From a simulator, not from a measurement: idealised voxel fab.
process module | voxel gate over fins
cross-section cut | 280 nm wide | cells 5 nm
A cross-section is a grid of square cells, given in bands from the top down. A band is one or more rows of cells.
Each band's line starts with the height of the band's top and of its bottom, in nm. Then come its materials from left to right, each with its width in nm. One material with "throughout" fills the band from edge to edge. "air" is empty space.
Height 0 is the level under which the wafer as received is all one material. The lowest band goes on downwards, as in "0 down".
A width such as "30 to 40" changes by the same amount from each row of cells to the next, from the band's top row to its bottom row.
"no change" after a step means that no cell of the cross-section changed.
closed voids: empty space of 8 cells or more with no open way to the top, each as width x height at its distance from the left edge, in nm
after a step's settings: what the simulator itself notes on the step
overlay nm, on a step with a mask: how far to the right of its planned place the mask lay; to the left if negative
plan
1 op RECEIVE | material Si
2 op CONFORMAL_DEP | material SiN | thk nm 5
3 op DIRECTIONAL_DEP | material aC | thk nm 10
4 op PATTERN | tone cover | mask id FINS | material resist | width nm 15 | pitch nm 45 | thk nm 25 | overlay nm 0
5 op DIRECTIONAL_ETCH | etch materials aC | depth nm 10
6 op STRIP | etch materials resist
7 op DIRECTIONAL_ETCH | etch materials SiN | depth nm 5
8 op DIRECTIONAL_ETCH | etch materials Si | depth nm 30
9 op STRIP | etch materials aC
10 op FILL_DEP | material SiO2 | thk nm 10
11 op CMP | height nm 5
12 op SELECTIVE_ETCH | etch materials SiO2 | depth nm 20
13 op STRIP | etch materials SiN
14 op CONFORMAL_DEP | material HfO2 | thk nm 5
15 op CONFORMAL_DEP | material TiN | thk nm 5
16 op CONFORMAL_DEP | material TiAl | thk nm 5
17 op CONFORMAL_DEP | material TiN | thk nm 5
18 op FILL_DEP | material W | thk nm 10
19 op CMP | height nm 25
20 op CONFORMAL_DEP | material SiCN | thk nm 10
first wafer, as planned
as received, after step 1
  0 down: Si throughout
  closed voids: none
after step 2
  5 to 0: SiN throughout
  below 0: unchanged
after step 3
  15 to 5: aC throughout
  below 5: unchanged
after step 4
  40 to 15: air 65 | resist 15 | air 30 | resist 15 | air 30 | resist 15 | air 30 | resist 15 | air 65
  below 15: unchanged
after step 5
  30 to 15: air 65 | resist 15 | air 30 | resist 15 | air 30 | resist 15 | air 30 | resist 15 | air 65
  15 to 5: air 65 | aC 15 | air 30 | aC 15 | air 30 | aC 15 | air 30 | aC 15 | air 65
  below 5: unchanged
after step 6
  15 to 5: air 65 | aC 15 | air 30 | aC 15 | air 30 | aC 15 | air 30 | aC 15 | air 65
  below 5: unchanged
after step 7
  15 to 5: air 65 | aC 15 | air 30 | aC 15 | air 30 | aC 15 | air 30 | aC 15 | air 65
  5 to 0: air 65 | SiN 15 | air 30 | SiN 15 | air 30 | SiN 15 | air 30 | SiN 15 | air 65
  below 0: unchanged
after step 8
  15 to 5: air 65 | aC 15 | air 30 | aC 15 | air 30 | aC 15 | air 30 | aC 15 | air 65
  5 to 0: air 65 | SiN 15 | air 30 | SiN 15 | air 30 | SiN 15 | air 30 | SiN 15 | air 65
  0 to -30: air 65 | Si 15 | air 30 | Si 15 | air 30 | Si 15 | air 30 | Si 15 | air 65
  below -30: unchanged
after step 9
  5 to 0: air 65 | SiN 15 | air 30 | SiN 15 | air 30 | SiN 15 | air 30 | SiN 15 | air 65
  below 0: unchanged
after step 10
  15 to 5: SiO2 throughout
  5 to 0: SiO2 65 | SiN 15 | SiO2 30 | SiN 15 | SiO2 30 | SiN 15 | SiO2 30 | SiN 15 | SiO2 65
  0 to -30: SiO2 65 | Si 15 | SiO2 30 | Si 15 | SiO2 30 | Si 15 | SiO2 30 | Si 15 | SiO2 65
  below -30: unchanged
after step 11
  5 to 0: SiO2 65 | SiN 15 | SiO2 30 | SiN 15 | SiO2 30 | SiN 15 | SiO2 30 | SiN 15 | SiO2 65
  below 0: unchanged
after step 12
  5 to 0: air 65 | SiN 15 | air 30 | SiN 15 | air 30 | SiN 15 | air 30 | SiN 15 | air 65
  0 to -15: air 65 | Si 15 | air 30 | Si 15 | air 30 | Si 15 | air 30 | Si 15 | air 65
  below -15: unchanged
after step 13
  0 to -15: air 65 | Si 15 | air 30 | Si 15 | air 30 | Si 15 | air 30 | Si 15 | air 65
  below -15: unchanged
after step 14
  5 to 0: air 60 | HfO2 25 | air 20 | HfO2 25 | air 20 | HfO2 25 | air 20 | HfO2 25 | air 60
  0 to -10: air 60 | HfO2 5 | Si 15 | HfO2 5 | air 20 | HfO2 5 | Si 15 | HfO2 5 | air 20 | HfO2 5 | Si 15 | HfO2 5 | air 20 | HfO2 5 | Si 15 | HfO2 5 | air 60
  -10 to -15: HfO2 65 | Si 15 | HfO2 30 | Si 15 | HfO2 30 | Si 15 | HfO2 30 | Si 15 | HfO2 65
  below -15: unchanged
after step 15
  10 to 5: air 55 | TiN 35 | air 10 | TiN 35 | air 10 | TiN 35 | air 10 | TiN 35 | air 55
  5 to 0: air 55 | TiN 5 | HfO2 25 | TiN 5 | air 10 | TiN 5 | HfO2 25 | TiN 5 | air 10 | TiN 5 | HfO2 25 | TiN 5 | air 10 | TiN 5 | HfO2 25 | TiN 5 | air 55
  0 to -5: air 55 | TiN 5 | HfO2 5 | Si 15 | HfO2 5 | TiN 5 | air 10 | TiN 5 | HfO2 5 | Si 15 | HfO2 5 | TiN 5 | air 10 | TiN 5 | HfO2 5 | Si 15 | HfO2 5 | TiN 5 | air 10 | TiN 5 | HfO2 5 | Si 15 | HfO2 5 | TiN 5 | air 55
  -5 to -10: TiN 60 | HfO2 5 | Si 15 | HfO2 5 | TiN 20 | HfO2 5 | Si 15 | HfO2 5 | TiN 20 | HfO2 5 | Si 15 | HfO2 5 | TiN 20 | HfO2 5 | Si 15 | HfO2 5 | TiN 60
  below -10: unchanged
after step 16
  15 to 10: air 50 | TiAl 180 | air 50
  10 to 5: air 50 | TiAl 5 | TiN 35 | TiAl 10 | TiN 35 | TiAl 10 | TiN 35 | TiAl 10 | TiN 35 | TiAl 5 | air 50
  5 to 0: air 50 | TiAl 5 | TiN 5 | HfO2 25 | TiN 5 | TiAl 10 | TiN 5 | HfO2 25 | TiN 5 | TiAl 10 | TiN 5 | HfO2 25 | TiN 5 | TiAl 10 | TiN 5 | HfO2 25 | TiN 5 | TiAl 5 | air 50
  0 to -5: TiAl 55 | TiN 5 | HfO2 5 | Si 15 | HfO2 5 | TiN 5 | TiAl 10 | TiN 5 | HfO2 5 | Si 15 | HfO2 5 | TiN 5 | TiAl 10 | TiN 5 | HfO2 5 | Si 15 | HfO2 5 | TiN 5 | TiAl 10 | TiN 5 | HfO2 5 | Si 15 | HfO2 5 | TiN 5 | TiAl 55
  below -5: unchanged
after step 17
  20 to 15: air 45 | TiN 190 | air 45
  15 to 10: air 45 | TiN 5 | TiAl 180 | TiN 5 | air 45
  10 to 5: air 45 | TiN 5 | TiAl 5 | TiN 35 | TiAl 10 | TiN 35 | TiAl 10 | TiN 35 | TiAl 10 | TiN 35 | TiAl 5 | TiN 5 | air 45
  5 to 0: TiN 50 | TiAl 5 | TiN 5 | HfO2 25 | TiN 5 | TiAl 10 | TiN 5 | HfO2 25 | TiN 5 | TiAl 10 | TiN 5 | HfO2 25 | TiN 5 | TiAl 10 | TiN 5 | HfO2 25 | TiN 5 | TiAl 5 | TiN 50
  below 0: unchanged
after step 18
  30 to 20: W throughout
  20 to 15: W 45 | TiN 190 | W 45
  15 to 10: W 45 | TiN 5 | TiAl 180 | TiN 5 | W 45
  10 to 5: W 45 | TiN 5 | TiAl 5 | TiN 35 | TiAl 10 | TiN 35 | TiAl 10 | TiN 35 | TiAl 10 | TiN 35 | TiAl 5 | TiN 5 | W 45
  below 5: unchanged
after step 19
  25 to 20: W throughout
  below 20: unchanged
after step 20
  35 to 25: SiCN throughout
  below 25: unchanged
second wafer: like start, like plan, one mistake. Through step 7 it matches the first wafer
when step 8 should have ended
  15 to 5: air 65 | aC 15 | air 30 | aC 15 | air 30 | aC 15 | air 30 | aC 15 | air 65
  5 to 0: air 65 | SiN 15 | air 30 | SiN 15 | air 30 | SiN 15 | air 30 | SiN 15 | air 65
  0 to -60: air 65 | Si 15 | air 30 | Si 15 | air 30 | Si 15 | air 30 | Si 15 | air 65
  below -60: unchanged
when step 9 should have ended
  5 to 0: air 65 | SiN 15 | air 30 | SiN 15 | air 30 | SiN 15 | air 30 | SiN 15 | air 65
  below 0: unchanged
when step 10 should have ended
  15 to 5: SiO2 throughout
  5 to 0: SiO2 65 | SiN 15 | SiO2 30 | SiN 15 | SiO2 30 | SiN 15 | SiO2 30 | SiN 15 | SiO2 65
  0 to -60: SiO2 65 | Si 15 | SiO2 30 | Si 15 | SiO2 30 | Si 15 | SiO2 30 | Si 15 | SiO2 65
  below -60: unchanged
when step 11 should have ended
  5 to 0: SiO2 65 | SiN 15 | SiO2 30 | SiN 15 | SiO2 30 | SiN 15 | SiO2 30 | SiN 15 | SiO2 65
  below 0: unchanged
when step 12 should have ended
  5 to 0: air 65 | SiN 15 | air 30 | SiN 15 | air 30 | SiN 15 | air 30 | SiN 15 | air 65
  0 to -15: air 65 | Si 15 | air 30 | Si 15 | air 30 | Si 15 | air 30 | Si 15 | air 65
  below -15: unchanged
when step 13 should have ended
  0 to -15: air 65 | Si 15 | air 30 | Si 15 | air 30 | Si 15 | air 30 | Si 15 | air 65
  below -15: unchanged
when step 14 should have ended
  5 to 0: air 60 | HfO2 25 | air 20 | HfO2 25 | air 20 | HfO2 25 | air 20 | HfO2 25 | air 60
  0 to -10: air 60 | HfO2 5 | Si 15 | HfO2 5 | air 20 | HfO2 5 | Si 15 | HfO2 5 | air 20 | HfO2 5 | Si 15 | HfO2 5 | air 20 | HfO2 5 | Si 15 | HfO2 5 | air 60
  -10 to -15: HfO2 65 | Si 15 | HfO2 30 | Si 15 | HfO2 30 | Si 15 | HfO2 30 | Si 15 | HfO2 65
  below -15: unchanged
when step 15 should have ended
  10 to 5: air 55 | TiN 35 | air 10 | TiN 35 | air 10 | TiN 35 | air 10 | TiN 35 | air 55
  5 to 0: air 55 | TiN 5 | HfO2 25 | TiN 5 | air 10 | TiN 5 | HfO2 25 | TiN 5 | air 10 | TiN 5 | HfO2 25 | TiN 5 | air 10 | TiN 5 | HfO2 25 | TiN 5 | air 55
  0 to -5: air 55 | TiN 5 | HfO2 5 | Si 15 | HfO2 5 | TiN 5 | air 10 | TiN 5 | HfO2 5 | Si 15 | HfO2 5 | TiN 5 | air 10 | TiN 5 | HfO2 5 | Si 15 | HfO2 5 | TiN 5 | air 10 | TiN 5 | HfO2 5 | Si 15 | HfO2 5 | TiN 5 | air 55
  -5 to -10: TiN 60 | HfO2 5 | Si 15 | HfO2 5 | TiN 20 | HfO2 5 | Si 15 | HfO2 5 | TiN 20 | HfO2 5 | Si 15 | HfO2 5 | TiN 20 | HfO2 5 | Si 15 | HfO2 5 | TiN 60
  below -10: unchanged
when step 16 should have ended
  15 to 10: air 50 | TiAl 180 | air 50
  10 to 5: air 50 | TiAl 5 | TiN 35 | TiAl 10 | TiN 35 | TiAl 10 | TiN 35 | TiAl 10 | TiN 35 | TiAl 5 | air 50
  5 to 0: air 50 | TiAl 5 | TiN 5 | HfO2 25 | TiN 5 | TiAl 10 | TiN 5 | HfO2 25 | TiN 5 | TiAl 10 | TiN 5 | HfO2 25 | TiN 5 | TiAl 10 | TiN 5 | HfO2 25 | TiN 5 | TiAl 5 | air 50
  0 to -5: TiAl 55 | TiN 5 | HfO2 5 | Si 15 | HfO2 5 | TiN 5 | TiAl 10 | TiN 5 | HfO2 5 | Si 15 | HfO2 5 | TiN 5 | TiAl 10 | TiN 5 | HfO2 5 | Si 15 | HfO2 5 | TiN 5 | TiAl 10 | TiN 5 | HfO2 5 | Si 15 | HfO2 5 | TiN 5 | TiAl 55
  below -5: unchanged
when step 17 should have ended
  20 to 15: air 45 | TiN 190 | air 45
  15 to 10: air 45 | TiN 5 | TiAl 180 | TiN 5 | air 45
  10 to 5: air 45 | TiN 5 | TiAl 5 | TiN 35 | TiAl 10 | TiN 35 | TiAl 10 | TiN 35 | TiAl 10 | TiN 35 | TiAl 5 | TiN 5 | air 45
  5 to 0: TiN 50 | TiAl 5 | TiN 5 | HfO2 25 | TiN 5 | TiAl 10 | TiN 5 | HfO2 25 | TiN 5 | TiAl 10 | TiN 5 | HfO2 25 | TiN 5 | TiAl 10 | TiN 5 | HfO2 25 | TiN 5 | TiAl 5 | TiN 50
  below 0: unchanged
when step 18 should have ended
  30 to 20: W throughout
  20 to 15: W 45 | TiN 190 | W 45
  15 to 10: W 45 | TiN 5 | TiAl 180 | TiN 5 | W 45
  10 to 5: W 45 | TiN 5 | TiAl 5 | TiN 35 | TiAl 10 | TiN 35 | TiAl 10 | TiN 35 | TiAl 10 | TiN 35 | TiAl 5 | TiN 5 | W 45
  below 5: unchanged
when step 19 should have ended
  25 to 20: W throughout
  below 20: unchanged
when step 20 should have ended
  35 to 25: SiCN throughout
  below 25: unchanged
what went wrong: step 8 was run twice
at the end the second wafer has, in cells: 264 fewer of Si | 264 more of SiO2
